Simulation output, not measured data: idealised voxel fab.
This is a process module. Its name is voxel transistor to metal.
It is cross-section cut that appears here, measuring 200 nm in width, its square cells being 5 nm in size.
How to read a cross-section here: the picture is a grid of square cells, written as bands going from the top down, and any band can span one or more rows of cells. In this notation a band is specified by the heights of its top and bottom, in that order and in nm, after which its materials appear from left to right, each paired with its width in nm. The word "edge to edge" attached to a single material means that material fills the band from edge to edge; the word "empty" stands for empty space. Counting heights begins at 0, where everything beneath is, in the wafer as received, one material. The lowest band has no bottom; it goes on downwards, as "0 down" shows. Quick explanation for "30 to 40": the width changes in equal steps down the rows of cells, from the first number in the band's top row to the second number in its bottom row. When a step is marked "remained unchanged", none of the cells in the cross-section changed during that step. Voids not open to the top, 8 cells minimum: see "Trapped cavities". Written width x height at distance; distance is from the left edge; nm. Heads up: the bit after the settings on a step's line is the simulator's remark on that step. The optional step-line setting "overlay nm" applies to steps with a mask and quantifies how far to the right of its planned location the mask lay, a negative value indicating leftward placement.

[Process steps - plan]
1) op RECEIVE | material Si
2) op OXIDIZE | depth nm 5
3) op CONFORMAL_DEP | material SiN | thk nm 15
4) op MASKED_ETCH | tone cover | mask id ACTIVE | width nm 105 | etch materials SiN | depth nm 15 | overlay nm 0
5) op MASKED_ETCH | tone cover | mask id ACTIVE | width nm 105 | etch materials SiO2 | depth nm 5 | overlay nm 0
6) op MASKED_ETCH | tone cover | mask id ACTIVE | width nm 105 | etch materials Si | depth nm 25 | overlay nm 0
7) op FILL_DEP | material SiO2 | thk nm 5
8) op CMP | height nm 15
9) op SELECTIVE_ETCH | etch materials SiO2 | depth nm 15
10) op STRIP | etch materials SiN
11) op SELECTIVE_ETCH | etch materials SiO2 | depth nm 5
12) op OXIDIZE | depth nm 5
13) op DIRECTIONAL_DEP | material polySi | thk nm 20
14) op DIRECTIONAL_DEP | material SiCN | thk nm 15
15) op PATTERN | tone cover | mask id GATE | material resist | width nm 25 | thk nm 15 | overlay nm 0
16) op DIRECTIONAL_ETCH | etch materials SiCN | depth nm 25
17) op DIRECTIONAL_ETCH | etch materials polySi | depth nm 30
18) op STRIP | etch materials resist
19) op CONFORMAL_DEP | material SiN | thk nm 10
20) op DIRECTIONAL_ETCH | etch materials SiN | depth nm 10
21) op DIRECTIONAL_ETCH | etch materials SiO2 | depth nm 5
22) op DIRECTIONAL_ETCH | etch materials Si | depth nm 5
23) op EPI | material pSi | thk nm 5
24) op FILL_DEP | material SiO2 | thk nm 5
25) op CMP | height nm 15
26) op STRIP | etch materials polySi
27) op SELECTIVE_ETCH | etch materials SiO2 | depth nm 5
28) op CONFORMAL_DEP | material HfO2 | thk nm 5
29) op CONFORMAL_DEP | material TiN | thk nm 5
30) op FILL_DEP | material W | thk nm 10
31) op CMP | height nm 10
32) op DIRECTIONAL_DEP | material SiO2 | thk nm 15
33) op MASKED_ETCH | tone open | mask id CONTACT | width nm 15 | pitch nm 80 | etch materials SiO2 | depth nm 35 | overlay nm 0
34) op CONFORMAL_DEP | material TiN | thk nm 5
35) op FILL_DEP | material W | thk nm 10
36) op CMP | height nm 25
37) op CONFORMAL_DEP | material SiN | thk nm 5
38) op DIRECTIONAL_DEP | material lowk | thk nm 25
39) op DIRECTIONAL_DEP | material aC | thk nm 10
40) op PATTERN | tone open | mask id METAL_1 | material resist | width nm 15 | pitch nm 80 | thk nm 30 | overlay nm 0
41) op DIRECTIONAL_ETCH | etch materials aC | depth nm 10
42) op STRIP | etch materials resist
43) op DIRECTIONAL_ETCH | etch materials lowk | depth nm 25
44) op DIRECTIONAL_ETCH | etch materials SiN | depth nm 5
45) op STRIP | etch materials aC
46) op CONFORMAL_DEP | material TiN | thk nm 5
47) op FILL_DEP | material Ru | thk nm 5
48) op CMP | height nm 55
49) op CONFORMAL_DEP | material SiN | thk nm 5

[Shown in cross-section is the wafer as received, that is, as it stands after step 1]
* 0 down: Si edge to edge
* Trapped cavities: none

[End-of-module cross-section of the first of two wafers, processed as planned]
* 60 to 55: SiN edge to edge
* 55 to 30: 50 of lowk, then 5 of TiN, then 5 of Ru, then 5 of TiN, then 65 of lowk, then 5 of TiN, then 5 of Ru, then 5 of TiN, then 55 of lowk
* 30 to 25: 50 of SiN, then 15 of TiN, then 65 of SiN, then 15 of TiN, then 55 of SiN
* 25 to 10: 50 of SiO2, then 5 of TiN, then 5 of W, then 5 of TiN, then 65 of SiO2, then 5 of TiN, then 5 of W, then 5 of TiN, then 55 of SiO2
* 10 to 0: 50 of SiO2, then 5 of TiN, then 5 of W, then 5 of TiN, then 10 of SiO2, then 10 of SiN, then 5 of HfO2, then 5 of TiN, then 5 of W, then 5 of TiN, then 5 of HfO2, then 10 of SiN, then 10 of SiO2, then 5 of TiN, then 5 of W, then 5 of TiN, then 55 of SiO2
* 0 to -5: 50 of SiO2, then 5 of TiN, then 5 of W, then 5 of TiN, then 10 of SiO2, then 10 of SiN, then 5 of HfO2, then 15 of TiN, then 5 of HfO2, then 10 of SiN, then 10 of SiO2, then 5 of TiN, then 5 of W, then 5 of TiN, then 55 of SiO2
* -5 to -10: 50 of SiO2, then 15 of TiN, then 5 of SiO2, then 5 of pSi, then 5 of SiO2, then 35 of HfO2, then 5 of SiO2, then 5 of pSi, then 5 of SiO2, then 15 of TiN, then 55 of SiO2
* -10 to -15: 45 of SiO2, then 30 of pSi, then 45 of Si, then 30 of pSi, then 50 of SiO2
* -15 to -30: 45 of SiO2, then 105 of Si, then 50 of SiO2
* -30 down: Si edge to edge
* Trapped cavities: none

[Wafer two, sectioned after the module: the first wafer's start, the first wafer's plan, and one mistake in how it was run]
* 60 to 55: SiN edge to edge
* 55 to 30: HfO2 edge to edge
* 30 to 25: SiN edge to edge
* 25 to 10: 50 of SiO2, then 5 of TiN, then 5 of W, then 5 of TiN, then 65 of SiO2, then 5 of TiN, then 5 of W, then 5 of TiN, then 55 of SiO2
* 10 to 0: 50 of SiO2, then 5 of TiN, then 5 of W, then 5 of TiN, then 10 of SiO2, then 10 of SiN, then 5 of HfO2, then 5 of TiN, then 5 of W, then 5 of TiN, then 5 of HfO2, then 10 of SiN, then 10 of SiO2, then 5 of TiN, then 5 of W, then 5 of TiN, then 55 of SiO2
* 0 to -5: 50 of SiO2, then 5 of TiN, then 5 of W, then 5 of TiN, then 10 of SiO2, then 10 of SiN, then 5 of HfO2, then 15 of TiN, then 5 of HfO2, then 10 of SiN, then 10 of SiO2, then 5 of TiN, then 5 of W, then 5 of TiN, then 55 of SiO2
* -5 to -10: 50 of SiO2, then 15 of TiN, then 5 of SiO2, then 5 of pSi, then 5 of SiO2, then 35 of HfO2, then 5 of SiO2, then 5 of pSi, then 5 of SiO2, then 15 of TiN, then 55 of SiO2
* -10 to -15: 45 of SiO2, then 30 of pSi, then 45 of Si, then 30 of pSi, then 50 of SiO2
* -15 to -30: 45 of SiO2, then 105 of Si, then 50 of SiO2
* -30 down: Si edge to edge
* Trapped cavities: none
Run error: step 38 was processed under conditions differing from the plan, specifically as op DIRECTIONAL_DEP | material HfO2 | thk nm 25
Bottom line after processing is that, in cells, the second wafer is up or down on some materials versus the first: HfO2 +200 | Ru -10 | SiN +6 | TiN -26 | lowk -170
